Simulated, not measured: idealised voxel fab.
The following is a process module called voxel wiring stack.
For reference, the cross-section in this document is cut, with width 245 nm and square cells of 5 nm.
When this document writes out a cross-section, it uses a grid of square cells and lists it as bands, beginning at the top and moving down, with a band standing for one or more rows of cells. Band: top and bottom heights (nm) first, top before bottom; then materials from left to right, widths in nm. "everywhere" marks a sole material filling the band edge to edge. "air" denotes empty space. Height reference: 0 = level under which incoming wafer is all one material. Lowest band: no bottom, runs on downward, e.g. "top 0, no bottom". It should be noted that a width expressed as "30->40" varies in equal increments from row to row of cells within the band, taking the value of the first number at the top row and that of the second number at the bottom row. When a step is marked "all unchanged", none of the cells in the cross-section changed during that step. In "Sealed internal cavities" the enclosed voids are listed, meaning empty spaces of 8 cells or larger without any opening to the top. The form is width x height at distance, distance from the left edge, units nm. That trailing text on a step's line, after the settings, is the simulator's own remark on the step. Each step line may optionally specify "overlay nm", which for a step with a mask gives the rightward distance between the mask's planned place and where it lay, a negative value indicating the leftward direction.
-- Planned process steps
| 1 | RECEIVE (material Si) |
| 2 | CONFORMAL_DEP (material SiO2; thk nm 15) |
| 3 | CONFORMAL_DEP (material SiN; thk nm 5) |
| 4 | DIRECTIONAL_DEP (material SiO2; thk nm 20) |
| 5 | DIRECTIONAL_DEP (material aC; thk nm 15) |
| 6 | PATTERN (tone open; mask id METAL_1; material resist; width nm 20; pitch nm 45; thk nm 30; overlay nm 0) |
| 7 | DIRECTIONAL_ETCH (etch materials aC; depth nm 15) |
| 8 | STRIP (etch materials resist) |
| 9 | DIRECTIONAL_ETCH (etch materials SiO2; depth nm 20) |
| 10 | DIRECTIONAL_ETCH (etch materials SiN; depth nm 5) |
| 11 | STRIP (etch materials aC) |
| 12 | CONFORMAL_DEP (material TiN; thk nm 5) |
| 13 | FILL_DEP (material W; thk nm 10) |
| 14 | CMP (height nm 40) |
| 15 | EPI (material Ru; thk nm 5) |
| 16 | FILL_DEP (material SiCN; thk nm 5) |
| 17 | DIRECTIONAL_DEP (material lowk; thk nm 30) |
| 18 | PATTERN (tone open; mask id METAL_2; material resist; width nm 20; pitch nm 45; thk nm 15; overlay nm 0) |
| 19 | DIRECTIONAL_ETCH (etch materials lowk; depth nm 15) |
| 20 | STRIP (etch materials resist) |
| 21 | DIRECTIONAL_DEP (material aC; thk nm 10) |
| 22 | PATTERN (tone open; mask id METAL_2_HOLES; material resist; width nm 15; pitch nm 45; thk nm 30; overlay nm 0) |
| 23 | DIRECTIONAL_ETCH (etch materials aC; depth nm 10) |
| 24 | STRIP (etch materials resist) |
| 25 | DIRECTIONAL_ETCH (etch materials lowk; depth nm 15) |
| 26 | DIRECTIONAL_ETCH (etch materials SiCN; depth nm 5) |
| 27 | STRIP (etch materials aC) |
| 28 | CONFORMAL_DEP (material TiN; thk nm 5) |
| 29 | FILL_DEP (material Ru; thk nm 5) |
| 30 | CMP (height nm 80) |
| 31 | CONFORMAL_DEP (material SiCN; thk nm 5) |
| 32 | DIRECTIONAL_DEP (material lowk; thk nm 30) |
| 33 | MASKED_ETCH (tone open; mask id METAL_3_HOLES; width nm 15; pitch nm 45; etch materials lowk; depth nm 30; overlay nm 0) |
| 34 | MASKED_ETCH (tone open; mask id METAL_3; width nm 20; pitch nm 45; etch materials lowk; depth nm 15; overlay nm 0) |
| 35 | MASKED_ETCH (tone open; mask id METAL_3; width nm 20; pitch nm 45; etch materials SiCN; depth nm 5; overlay nm 0) |
| 36 | CONFORMAL_DEP (material TiN; thk nm 5) |
| 37 | FILL_DEP (material Ru; thk nm 10) |
| 38 | CMP (height nm 115) |
| 39 | CONFORMAL_DEP (material SiCN; thk nm 5) |
| 40 | DIRECTIONAL_DEP (material SiO2; thk nm 35) |
| 41 | DIRECTIONAL_DEP (material aC; thk nm 10) |
| 42 | PATTERN (tone open; mask id METAL_4; material resist; width nm 20; pitch nm 45; thk nm 25; overlay nm 0) |
| 43 | DIRECTIONAL_ETCH (etch materials aC; depth nm 10) |
| 44 | STRIP (etch materials resist) |
| 45 | DIRECTIONAL_ETCH (etch materials SiO2; depth nm 20) |
| 46 | STRIP (etch materials aC) |
| 47 | MASKED_ETCH (tone open; mask id METAL_4_HOLES; width nm 15; pitch nm 45; etch materials SiO2; depth nm 15; overlay nm 0) |
| 48 | MASKED_ETCH (tone open; mask id METAL_4_HOLES; width nm 15; pitch nm 45; etch materials SiCN; depth nm 5; overlay nm 0) |
| 49 | CONFORMAL_DEP (material TiN; thk nm 5) |
| 50 | FILL_DEP (material Cu; thk nm 5) |
| 51 | CMP (height nm 155) |
| 52 | CONFORMAL_DEP (material SiN; thk nm 5) |
-- So this is the incoming wafer in cross-section - it's already been through step 1
- top 0, no bottom = Si everywhere
- Sealed internal cavities: none
-- End-of-module XS, first of two wafers, run as planned
- top 160, bottom 155 = SiN everywhere
- top 155, bottom 140 = SiO2=45 / TiN=5 / Cu=10 / TiN=5 / SiO2=25 / TiN=5 / Cu=10 / TiN=5 / SiO2=25 / TiN=5 / Cu=10 / TiN=5 / SiO2=25 / TiN=5 / Cu=10 / TiN=5 / SiO2=45
- top 140, bottom 135 = SiO2=45 / TiN=5 / Cu=5 / TiN=10 / SiO2=25 / TiN=5 / Cu=5 / TiN=10 / SiO2=25 / TiN=5 / Cu=5 / TiN=10 / SiO2=25 / TiN=5 / Cu=5 / TiN=10 / SiO2=45
- top 135, bottom 120 = SiO2=45 / TiN=5 / Cu=5 / TiN=5 / SiO2=30 / TiN=5 / Cu=5 / TiN=5 / SiO2=30 / TiN=5 / Cu=5 / TiN=5 / SiO2=30 / TiN=5 / Cu=5 / TiN=5 / SiO2=50
- top 120, bottom 115 = SiCN=45 / TiN=15 / SiCN=30 / TiN=15 / SiCN=30 / TiN=15 / SiCN=30 / TiN=15 / SiCN=50
- top 115, bottom 105 = lowk=45 / TiN=5 / Ru=10 / TiN=5 / lowk=25 / TiN=5 / Ru=10 / TiN=5 / lowk=25 / TiN=5 / Ru=10 / TiN=5 / lowk=25 / TiN=5 / Ru=10 / TiN=5 / lowk=45
- top 105, bottom 100 = lowk=45 / TiN=5 / Ru=5 / TiN=10 / lowk=25 / TiN=5 / Ru=5 / TiN=10 / lowk=25 / TiN=5 / Ru=5 / TiN=10 / lowk=25 / TiN=5 / Ru=5 / TiN=10 / lowk=45
- top 100, bottom 85 = lowk=45 / TiN=5 / Ru=5 / TiN=5 / lowk=30 / TiN=5 / Ru=5 / TiN=5 / lowk=30 / TiN=5 / Ru=5 / TiN=5 / lowk=30 / TiN=5 / Ru=5 / TiN=5 / lowk=50
- top 85, bottom 80 = SiCN=45 / TiN=15 / SiCN=30 / TiN=15 / SiCN=30 / TiN=15 / SiCN=30 / TiN=15 / SiCN=50
- top 80, bottom 70 = lowk=45 / TiN=5 / Ru=10 / TiN=5 / lowk=25 / TiN=5 / Ru=10 / TiN=5 / lowk=25 / TiN=5 / Ru=10 / TiN=5 / lowk=25 / TiN=5 / Ru=10 / TiN=5 / lowk=45
- top 70, bottom 65 = lowk=45 / TiN=5 / Ru=5 / TiN=10 / lowk=25 / TiN=5 / Ru=5 / TiN=10 / lowk=25 / TiN=5 / Ru=5 / TiN=10 / lowk=25 / TiN=5 / Ru=5 / TiN=10 / lowk=45
- top 65, bottom 50 = lowk=45 / TiN=5 / Ru=5 / TiN=5 / lowk=30 / TiN=5 / Ru=5 / TiN=5 / lowk=30 / TiN=5 / Ru=5 / TiN=5 / lowk=30 / TiN=5 / Ru=5 / TiN=5 / lowk=50
- top 50, bottom 45 = SiCN=45 / TiN=15 / SiCN=30 / TiN=15 / SiCN=30 / TiN=15 / SiCN=30 / TiN=15 / SiCN=50
- top 45, bottom 40 = SiCN=40 / Ru=30 / SiCN=15 / Ru=30 / SiCN=15 / Ru=30 / SiCN=15 / Ru=30 / SiCN=40
- top 40, bottom 20 = SiO2=45 / TiN=5 / W=10 / TiN=5 / SiO2=25 / TiN=5 / W=10 / TiN=5 / SiO2=25 / TiN=5 / W=10 / TiN=5 / SiO2=25 / TiN=5 / W=10 / TiN=5 / SiO2=45
- top 20, bottom 15 = SiN=45 / TiN=20 / SiN=25 / TiN=20 / SiN=25 / TiN=20 / SiN=25 / TiN=20 / SiN=45
- top 15, bottom 0 = SiO2 everywhere
- top 0, no bottom = Si everywhere
- Sealed internal cavities: none
-- Presented here is a cross-section of the second of the two wafers as it stood at the end of the module. It was started in the same manner and assigned the same plan as the first wafer; however, one mistake was made in its execution
- top 155, bottom 150 = SiN everywhere
- top 150, bottom 140 = SiO2=45 / TiN=5 / Cu=10 / TiN=5 / SiO2=25 / TiN=5 / Cu=10 / TiN=5 / SiO2=25 / TiN=5 / Cu=10 / TiN=5 / SiO2=25 / TiN=5 / Cu=10 / TiN=5 / SiO2=45
- top 140, bottom 135 = SiO2=45 / TiN=5 / Cu=5 / TiN=10 / SiO2=25 / TiN=5 / Cu=5 / TiN=10 / SiO2=25 / TiN=5 / Cu=5 / TiN=10 / SiO2=25 / TiN=5 / Cu=5 / TiN=10 / SiO2=45
- top 135, bottom 120 = SiO2=45 / TiN=5 / Cu=5 / TiN=5 / SiO2=30 / TiN=5 / Cu=5 / TiN=5 / SiO2=30 / TiN=5 / Cu=5 / TiN=5 / SiO2=30 / TiN=5 / Cu=5 / TiN=5 / SiO2=50
- top 120, bottom 115 = SiCN=45 / TiN=15 / SiCN=30 / TiN=15 / SiCN=30 / TiN=15 / SiCN=30 / TiN=15 / SiCN=50
- top 115, bottom 105 = lowk=45 / TiN=5 / Ru=10 / TiN=5 / lowk=25 / TiN=5 / Ru=10 / TiN=5 / lowk=25 / TiN=5 / Ru=10 / TiN=5 / lowk=25 / TiN=5 / Ru=10 / TiN=5 / lowk=45
- top 105, bottom 100 = lowk=45 / TiN=5 / Ru=5 / TiN=10 / lowk=25 / TiN=5 / Ru=5 / TiN=10 / lowk=25 / TiN=5 / Ru=5 / TiN=10 / lowk=25 / TiN=5 / Ru=5 / TiN=10 / lowk=45
- top 100, bottom 85 = lowk=45 / TiN=5 / Ru=5 / TiN=5 / lowk=30 / TiN=5 / Ru=5 / TiN=5 / lowk=30 / TiN=5 / Ru=5 / TiN=5 / lowk=30 / TiN=5 / Ru=5 / TiN=5 / lowk=50
- top 85, bottom 80 = SiCN=45 / TiN=15 / SiCN=30 / TiN=15 / SiCN=30 / TiN=15 / SiCN=30 / TiN=15 / SiCN=50
- top 80, bottom 70 = lowk=45 / TiN=5 / Ru=10 / TiN=5 / lowk=25 / TiN=5 / Ru=10 / TiN=5 / lowk=25 / TiN=5 / Ru=10 / TiN=5 / lowk=25 / TiN=5 / Ru=10 / TiN=5 / lowk=45
- top 70, bottom 65 = lowk=45 / TiN=5 / Ru=5 / TiN=10 / lowk=25 / TiN=5 / Ru=5 / TiN=10 / lowk=25 / TiN=5 / Ru=5 / TiN=10 / lowk=25 / TiN=5 / Ru=5 / TiN=10 / lowk=45
- top 65, bottom 50 = lowk=45 / TiN=5 / Ru=5 / TiN=5 / lowk=30 / TiN=5 / Ru=5 / TiN=5 / lowk=30 / TiN=5 / Ru=5 / TiN=5 / lowk=30 / TiN=5 / Ru=5 / TiN=5 / lowk=50
- top 50, bottom 45 = SiCN=45 / TiN=15 / SiCN=30 / TiN=15 / SiCN=30 / TiN=15 / SiCN=30 / TiN=15 / SiCN=50
- top 45, bottom 40 = SiCN=40 / Ru=30 / SiCN=15 / Ru=30 / SiCN=15 / Ru=30 / SiCN=15 / Ru=30 / SiCN=40
- top 40, bottom 20 = SiO2=45 / TiN=5 / W=10 / TiN=5 / SiO2=25 / TiN=5 / W=10 / TiN=5 / SiO2=25 / TiN=5 / W=10 / TiN=5 / SiO2=25 / TiN=5 / W=10 / TiN=5 / SiO2=45
- top 20, bottom 15 = SiN=45 / TiN=20 / SiN=25 / TiN=20 / SiN=25 / TiN=20 / SiN=25 / TiN=20 / SiN=45
- top 15, bottom 0 = SiO2 everywhere
- top 0, no bottom = Si everywhere
- Sealed internal cavities: none
Deviation noted in wafer processing: the process deviated at step 51: the operation and settings actually run there were CMP (height nm 150)
At the finish, the second wafer shows more or fewer cells for some materials than the first does: Cu -8 | SiO2 -33 | TiN -8
